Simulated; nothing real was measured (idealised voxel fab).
process module | voxel wiring stack
cross-section cut | 240 nm wide | cells 5 nm
A cross-section is a grid of square cells, given in bands from the top down. A band is one or more rows of cells.
Each band's line starts with the height of the band's top and of its bottom, in nm. Then come its materials from left to right, each with its width in nm. One material with "throughout" fills the band from edge to edge. "air" is empty space.
Height 0 is the level under which the wafer as received is all one material. The lowest band goes on downwards, as in "0 down".
A width such as "30 to 40" changes by the same amount from each row of cells to the next, from the band's top row to its bottom row.
"no change" after a step means that no cell of the cross-section changed.
closed voids: empty space of 8 cells or more with no open way to the top, each as width x height at its distance from the left edge, in nm
after a step's settings: what the simulator itself notes on the step
overlay nm, on a step with a mask: how far to the right of its planned place the mask lay; to the left if negative
Each pair below shows a cross-section before one step and the cross-section after it, down to the lowest band that changed. The line under each pair gives the step between them, with its settings. The pairs can come from different runs of this module on the same starting wafer, so a pair continues from the pair above only where its "before" says so.
before
  80 to 65: Ru throughout
  65 to 45: lowk throughout
  45 to 40: SiCN throughout
  40 to 20: lowk 45 | SiCN 5 | W 20 | SiCN 5 | lowk 10 | SiCN 5 | W 20 | SiCN 5 | lowk 10 | SiCN 5 | W 20 | SiCN 5 | lowk 10 | SiCN 5 | W 20 | SiCN 5 | lowk 45
  20 to 15: SiCN 50 | TiN 20 | SiCN 20 | TiN 20 | SiCN 20 | TiN 20 | SiCN 20 | TiN 20 | SiCN 50
  15 to 0: SiO2 throughout
  0 down: Si throughout
  closed voids: none
after
  110 to 80: resist 50 | air 15 | resist 25 | air 15 | resist 25 | air 15 | resist 25 | air 15 | resist 55
  below 80: unchanged
  closed voids: none
the step between: op PATTERN | tone open | mask id PLUG_1 | material resist | width nm 15 | pitch nm 40 | thk nm 30 | overlay nm 0
before: the cross-section after the pair above
after
  95 to 80: resist 50 | air 15 | resist 25 | air 15 | resist 25 | air 15 | resist 25 | air 15 | resist 55
  below 80: unchanged
  closed voids: none
the step between: op DIRECTIONAL_ETCH | etch materials aC | depth nm 15
before: the cross-section after the pair above
after
  80 to 65: Ru throughout
  below 65: unchanged
  closed voids: none
the step between: op STRIP | etch materials resist
before: the cross-section after the pair above
after
  90 to 65: Ru throughout
  below 65: unchanged
  closed voids: none
the step between: op EPI | material Ru | thk nm 10
before: the cross-section after the pair above
after
  100 to 65: Ru throughout
  below 65: unchanged
  closed voids: none
the step between: op EPI | material Ru | thk nm 10
before: the cross-section after the pair above
after
  105 to 65: Ru throughout
  below 65: unchanged
  closed voids: none
the step between: op EPI | material Ru | thk nm 5
before: the cross-section after the pair above
after
  110 to 105: TiN throughout
  below 105: unchanged
  closed voids: none
the step between: op DIRECTIONAL_DEP | material TiN | thk nm 5
before: the cross-section after the pair above
after
  125 to 110: Ru throughout
  below 110: unchanged
  closed voids: none
the step between: op DIRECTIONAL_DEP | material Ru | thk nm 15
before: the cross-section after the pair above
after
  135 to 125: aC throughout
  below 125: unchanged
  closed voids: none
the step between: op DIRECTIONAL_DEP | material aC | thk nm 10
before: the cross-section after the pair above
after
  165 to 135: air 50 | resist 20 | air 20 | resist 20 | air 20 | resist 20 | air 20 | resist 20 | air 50
  below 135: unchanged
  closed voids: none
the step between: op PATTERN | tone cover | mask id METAL_2 | material resist | width nm 20 | pitch nm 40 | thk nm 30 | overlay nm 0
before: the cross-section after the pair above
after
  155 to 135: air 50 | resist 20 | air 20 | resist 20 | air 20 | resist 20 | air 20 | resist 20 | air 50
  135 to 125: air 50 | aC 20 | air 20 | aC 20 | air 20 | aC 20 | air 20 | aC 20 | air 50
  below 125: unchanged
  closed voids: none
the step between: op DIRECTIONAL_ETCH | etch materials aC | depth nm 10
before: the cross-section after the pair above
after
  135 to 125: air 50 | aC 20 | air 20 | aC 20 | air 20 | aC 20 | air 20 | aC 20 | air 50
  below 125: unchanged
  closed voids: none
the step between: op STRIP | etch materials resist
before: the cross-section after the pair above
after
  135 to 125: air 50 | aC 20 | air 20 | aC 20 | air 20 | aC 20 | air 20 | aC 20 | air 50
  125 to 110: air 50 | Ru 20 | air 20 | Ru 20 | air 20 | Ru 20 | air 20 | Ru 20 | air 50
  below 110: unchanged
  closed voids: none
the step between: op DIRECTIONAL_ETCH | etch materials Ru | depth nm 15
before: the cross-section after the pair above
after
  135 to 125: air 50 | aC 20 | air 20 | aC 20 | air 20 | aC 20 | air 20 | aC 20 | air 50
  125 to 110: air 50 | Ru 20 | air 20 | Ru 20 | air 20 | Ru 20 | air 20 | Ru 20 | air 50
  110 to 105: air 50 | TiN 20 | air 20 | TiN 20 | air 20 | TiN 20 | air 20 | TiN 20 | air 50
  below 105: unchanged
  closed voids: none
the step between: op DIRECTIONAL_ETCH | etch materials TiN | depth nm 5
before: the cross-section after the pair above
after
  125 to 110: air 50 | Ru 20 | air 20 | Ru 20 | air 20 | Ru 20 | air 20 | Ru 20 | air 50
  below 110: unchanged
  closed voids: none
the step between: op STRIP | etch materials aC
before: the cross-section after the pair above
after
  135 to 125: SiO2 throughout
  125 to 110: SiO2 50 | Ru 20 | SiO2 20 | Ru 20 | SiO2 20 | Ru 20 | SiO2 20 | Ru 20 | SiO2 50
  110 to 105: SiO2 50 | TiN 20 | SiO2 20 | TiN 20 | SiO2 20 | TiN 20 | SiO2 20 | TiN 20 | SiO2 50
  below 105: unchanged
  closed voids: none
the step between: op FILL_DEP | material SiO2 | thk nm 10
before: the cross-section after the pair above
after
  85 to 65: Ru throughout
  below 65: unchanged
  closed voids: none
the step between: op CMP | height nm 85
before: the cross-section after the pair above
after
  90 to 85: SiN throughout
  below 85: unchanged
  closed voids: none
the step between: op CONFORMAL_DEP | material SiN | thk nm 5
before
  55 to 40: aC throughout
  40 to 20: W throughout
  20 to 15: TiN throughout
  15 to 0: SiO2 throughout
  0 down: Si throughout
  closed voids: none
after
  90 to 55: resist 50 | air 20 | resist 20 | air 20 | resist 20 | air 20 | resist 20 | air 20 | resist 50
  below 55: unchanged
  closed voids: none
the step between: op PATTERN | tone open | mask id METAL_1 | material resist | width nm 20 | pitch nm 40 | thk nm 35 | overlay nm 0
before: the cross-section after the pair above
after
  75 to 55: resist 50 | air 20 | resist 20 | air 20 | resist 20 | air 20 | resist 20 | air 20 | resist 50
  55 to 40: aC 50 | air 20 | aC 20 | air 20 | aC 20 | air 20 | aC 20 | air 20 | aC 50
  below 40: unchanged
  closed voids: none
the step between: op DIRECTIONAL_ETCH | etch materials aC | depth nm 15
before: the cross-section after the pair above
after
  55 to 40: aC 50 | air 20 | aC 20 | air 20 | aC 20 | air 20 | aC 20 | air 20 | aC 50
  below 40: unchanged
  closed voids: none
the step between: op STRIP | etch materials resist
before: the cross-section after the pair above
after
  55 to 40: aC 50 | air 20 | aC 20 | air 20 | aC 20 | air 20 | aC 20 | air 20 | aC 50
  40 to 20: W 50 | air 20 | W 20 | air 20 | W 20 | air 20 | W 20 | air 20 | W 50
  below 20: unchanged
  closed voids: none
the step between: op DIRECTIONAL_ETCH | etch materials W | depth nm 20
before: the cross-section after the pair above
after
  55 to 40: aC 50 | air 20 | aC 20 | air 20 | aC 20 | air 20 | aC 20 | air 20 | aC 50
  40 to 20: W 50 | air 20 | W 20 | air 20 | W 20 | air 20 | W 20 | air 20 | W 50
  20 to 15: TiN 50 | air 20 | TiN 20 | air 20 | TiN 20 | air 20 | TiN 20 | air 20 | TiN 50
  below 15: unchanged
  closed voids: none
the step between: op DIRECTIONAL_ETCH | etch materials TiN | depth nm 5
before: the cross-section after the pair above
after
  40 to 20: W 50 | air 20 | W 20 | air 20 | W 20 | air 20 | W 20 | air 20 | W 50
  below 20: unchanged
  closed voids: none
the step between: op STRIP | etch materials aC
before: the cross-section after the pair above
after
  45 to 40: SiCN 55 | air 10 | SiCN 30 | air 10 | SiCN 30 | air 10 | SiCN 30 | air 10 | SiCN 55
  40 to 20: W 50 | SiCN 5 | air 10 | SiCN 5 | W 20 | SiCN 5 | air 10 | SiCN 5 | W 20 | SiCN 5 | air 10 | SiCN 5 | W 20 | SiCN 5 | air 10 | SiCN 5 | W 50
  20 to 15: TiN 50 | SiCN 20 | TiN 20 | SiCN 20 | TiN 20 | SiCN 20 | TiN 20 | SiCN 20 | TiN 50
  below 15: unchanged
  closed voids: none
the step between: op CONFORMAL_DEP | material SiCN | thk nm 5
before: the cross-section after the pair above
after
  50 to 45: lowk throughout
  45 to 40: SiCN 55 | lowk 10 | SiCN 30 | lowk 10 | SiCN 30 | lowk 10 | SiCN 30 | lowk 10 | SiCN 55
  40 to 20: W 50 | SiCN 5 | lowk 10 | SiCN 5 | W 20 | SiCN 5 | lowk 10 | SiCN 5 | W 20 | SiCN 5 | lowk 10 | SiCN 5 | W 20 | SiCN 5 | lowk 10 | SiCN 5 | W 50
  below 20: unchanged
  closed voids: none
the step between: op FILL_DEP | material lowk | thk nm 5
before: the cross-section after the pair above
after
  40 to 20: W 50 | SiCN 5 | lowk 10 | SiCN 5 | W 20 | SiCN 5 | lowk 10 | SiCN 5 | W 20 | SiCN 5 | lowk 10 | SiCN 5 | W 20 | SiCN 5 | lowk 10 | SiCN 5 | W 50
  below 20: unchanged
  closed voids: none
the step between: op CMP | height nm 40
before: the cross-section after the pair above
after
  45 to 40: SiCN throughout
  below 40: unchanged
  closed voids: none
the step between: op CONFORMAL_DEP | material SiCN | thk nm 5
before: the cross-section after the pair above
after
  65 to 45: lowk throughout
  below 45: unchanged
  closed voids: none
the step between: op DIRECTIONAL_DEP | material lowk | thk nm 20
before: the cross-section after the pair above
after
  80 to 65: aC throughout
  below 65: unchanged
  closed voids: none
the step between: op DIRECTIONAL_DEP | material aC | thk nm 15
before: the cross-section after the pair above
after
  110 to 80: resist 50 | air 15 | resist 25 | air 15 | resist 25 | air 15 | resist 25 | air 15 | resist 55
  below 80: unchanged
  closed voids: none
the step between: op PATTERN | tone open | mask id PLUG_1 | material resist | width nm 15 | pitch nm 40 | thk nm 30 | overlay nm 0
before: the cross-section after the pair above
after
  95 to 80: resist 50 | air 15 | resist 25 | air 15 | resist 25 | air 15 | resist 25 | air 15 | resist 55
  80 to 65: aC 50 | air 15 | aC 25 | air 15 | aC 25 | air 15 | aC 25 | air 15 | aC 55
  below 65: unchanged
  closed voids: none
the step between: op DIRECTIONAL_ETCH | etch materials aC | depth nm 15
before: the cross-section after the pair above
after
  80 to 65: aC 50 | air 15 | aC 25 | air 15 | aC 25 | air 15 | aC 25 | air 15 | aC 55
  below 65: unchanged
  closed voids: none
the step between: op STRIP | etch materials resist
before: the cross-section after the pair above
after
  80 to 65: aC 50 | air 15 | aC 25 | air 15 | aC 25 | air 15 | aC 25 | air 15 | aC 55
  65 to 45: lowk 50 | air 15 | lowk 25 | air 15 | lowk 25 | air 15 | lowk 25 | air 15 | lowk 55
  below 45: unchanged
  closed voids: none
the step between: op DIRECTIONAL_ETCH | etch materials lowk | depth nm 20
before: the cross-section after the pair above
after
  80 to 65: aC 50 | air 15 | aC 25 | air 15 | aC 25 | air 15 | aC 25 | air 15 | aC 55
  65 to 45: lowk 50 | air 15 | lowk 25 | air 15 | lowk 25 | air 15 | lowk 25 | air 15 | lowk 55
  45 to 40: SiCN 50 | air 15 | SiCN 25 | air 15 | SiCN 25 | air 15 | SiCN 25 | air 15 | SiCN 55
  below 40: unchanged
  closed voids: none
the step between: op DIRECTIONAL_ETCH | etch materials SiCN | depth nm 5
before: the cross-section after the pair above
after
  65 to 45: lowk 50 | air 15 | lowk 25 | air 15 | lowk 25 | air 15 | lowk 25 | air 15 | lowk 55
  below 45: unchanged
  closed voids: none
the step between: op STRIP | etch materials aC
before: the cross-section after the pair above
after
  70 to 65: TiN 50 | air 15 | TiN 25 | air 15 | TiN 25 | air 15 | TiN 25 | air 15 | TiN 55
  65 to 45: lowk 50 | air 15 | lowk 25 | air 15 | lowk 25 | air 15 | lowk 25 | air 15 | lowk 55
  45 to 40: SiCN 50 | TiN 15 | SiCN 25 | TiN 15 | SiCN 25 | TiN 15 | SiCN 25 | TiN 15 | SiCN 55
  below 40: unchanged
  closed voids: none
the step between: op DIRECTIONAL_DEP | material TiN | thk nm 5
before: the cross-section after the pair above
after
  85 to 70: Ru 50 | air 15 | Ru 25 | air 15 | Ru 25 | air 15 | Ru 25 | air 15 | Ru 55
  70 to 65: TiN 50 | air 15 | TiN 25 | air 15 | TiN 25 | air 15 | TiN 25 | air 15 | TiN 55
  65 to 60: lowk 50 | air 15 | lowk 25 | air 15 | lowk 25 | air 15 | lowk 25 | air 15 | lowk 55
  60 to 45: lowk 50 | Ru 15 | lowk 25 | Ru 15 | lowk 25 | Ru 15 | lowk 25 | Ru 15 | lowk 55
  below 45: unchanged
  closed voids: none
the step between: op DIRECTIONAL_DEP | material Ru | thk nm 15
before: the cross-section after the pair above
after
  95 to 85: aC 50 | air 15 | aC 25 | air 15 | aC 25 | air 15 | aC 25 | air 15 | aC 55
  85 to 70: Ru 50 | air 15 | Ru 25 | air 15 | Ru 25 | air 15 | Ru 25 | air 15 | Ru 55
  70 to 65: TiN 50 | aC 15 | TiN 25 | aC 15 | TiN 25 | aC 15 | TiN 25 | aC 15 | TiN 55
  65 to 60: lowk 50 | aC 15 | lowk 25 | aC 15 | lowk 25 | aC 15 | lowk 25 | aC 15 | lowk 55
  below 60: unchanged
  closed voids: none
the step between: op DIRECTIONAL_DEP | material aC | thk nm 10
before: the cross-section after the pair above
after
  125 to 95: air 50 | resist 20 | air 20 | resist 20 | air 20 | resist 20 | air 20 | resist 20 | air 50
  95 to 85: aC 50 | resist 15 | aC 25 | resist 15 | aC 25 | resist 15 | aC 25 | resist 15 | aC 55
  85 to 70: Ru 50 | resist 15 | Ru 25 | resist 15 | Ru 25 | resist 15 | Ru 25 | resist 15 | Ru 55
  below 70: unchanged
  closed voids: none
the step between: op PATTERN | tone cover | mask id METAL_2 | material resist | width nm 20 | pitch nm 40 | thk nm 30 | overlay nm 0
before: the cross-section after the pair above
after
  115 to 95: air 50 | resist 20 | air 20 | resist 20 | air 20 | resist 20 | air 20 | resist 20 | air 50
  95 to 85: air 50 | resist 15 | aC 5 | air 20 | resist 15 | aC 5 | air 20 | resist 15 | aC 5 | air 20 | resist 15 | aC 5 | air 50
  below 85: unchanged
  closed voids: none
the step between: op DIRECTIONAL_ETCH | etch materials aC | depth nm 10
before: the cross-section after the pair above
after
  95 to 85: air 65 | aC 5 | air 35 | aC 5 | air 35 | aC 5 | air 35 | aC 5 | air 50
  85 to 70: Ru 50 | air 15 | Ru 25 | air 15 | Ru 25 | air 15 | Ru 25 | air 15 | Ru 55
  below 70: unchanged
  closed voids: none
the step between: op STRIP | etch materials resist
before: the cross-section after the pair above
after
  95 to 85: air 65 | aC 5 | air 35 | aC 5 | air 35 | aC 5 | air 35 | aC 5 | air 50
  85 to 70: air 65 | Ru 5 | air 35 | Ru 5 | air 35 | Ru 5 | air 35 | Ru 5 | air 50
  below 70: unchanged
  closed voids: none
the step between: op DIRECTIONAL_ETCH | etch materials Ru | depth nm 15
before: the cross-section after the pair above
after
  95 to 85: air 65 | aC 5 | air 35 | aC 5 | air 35 | aC 5 | air 35 | aC 5 | air 50
  85 to 70: air 65 | Ru 5 | air 35 | Ru 5 | air 35 | Ru 5 | air 35 | Ru 5 | air 50
  70 to 65: air 50 | aC 15 | TiN 5 | air 20 | aC 15 | TiN 5 | air 20 | aC 15 | TiN 5 | air 20 | aC 15 | TiN 5 | air 50
  below 65: unchanged
  closed voids: none
the step between: op DIRECTIONAL_ETCH | etch materials TiN | depth nm 5
before: the cross-section after the pair above
after
  85 to 70: air 65 | Ru 5 | air 35 | Ru 5 | air 35 | Ru 5 | air 35 | Ru 5 | air 50
  70 to 65: air 65 | TiN 5 | air 35 | TiN 5 | air 35 | TiN 5 | air 35 | TiN 5 | air 50
  65 to 60: lowk 50 | air 15 | lowk 25 | air 15 | lowk 25 | air 15 | lowk 25 | air 15 | lowk 55
  below 60: unchanged
  closed voids: none
the step between: op STRIP | etch materials aC
before: the cross-section after the pair above
after
  95 to 85: SiO2 throughout
  85 to 70: SiO2 65 | Ru 5 | SiO2 35 | Ru 5 | SiO2 35 | Ru 5 | SiO2 35 | Ru 5 | SiO2 50
  70 to 65: SiO2 65 | TiN 5 | SiO2 35 | TiN 5 | SiO2 35 | TiN 5 | SiO2 35 | TiN 5 | SiO2 50
  65 to 60: lowk 50 | SiO2 15 | lowk 25 | SiO2 15 | lowk 25 | SiO2 15 | lowk 25 | SiO2 15 | lowk 55
  below 60: unchanged
  closed voids: none
the step between: op FILL_DEP | material SiO2 | thk nm 10
before: the cross-section after the pair above
after
  85 to 70: SiO2 65 | Ru 5 | SiO2 35 | Ru 5 | SiO2 35 | Ru 5 | SiO2 35 | Ru 5 | SiO2 50
  below 70: unchanged
  closed voids: none
the step between: op CMP | height nm 85
before: the cross-section after the pair above
after
  90 to 85: SiN throughout
  below 85: unchanged
  closed voids: none
the step between: op CONFORMAL_DEP | material SiN | thk nm 5
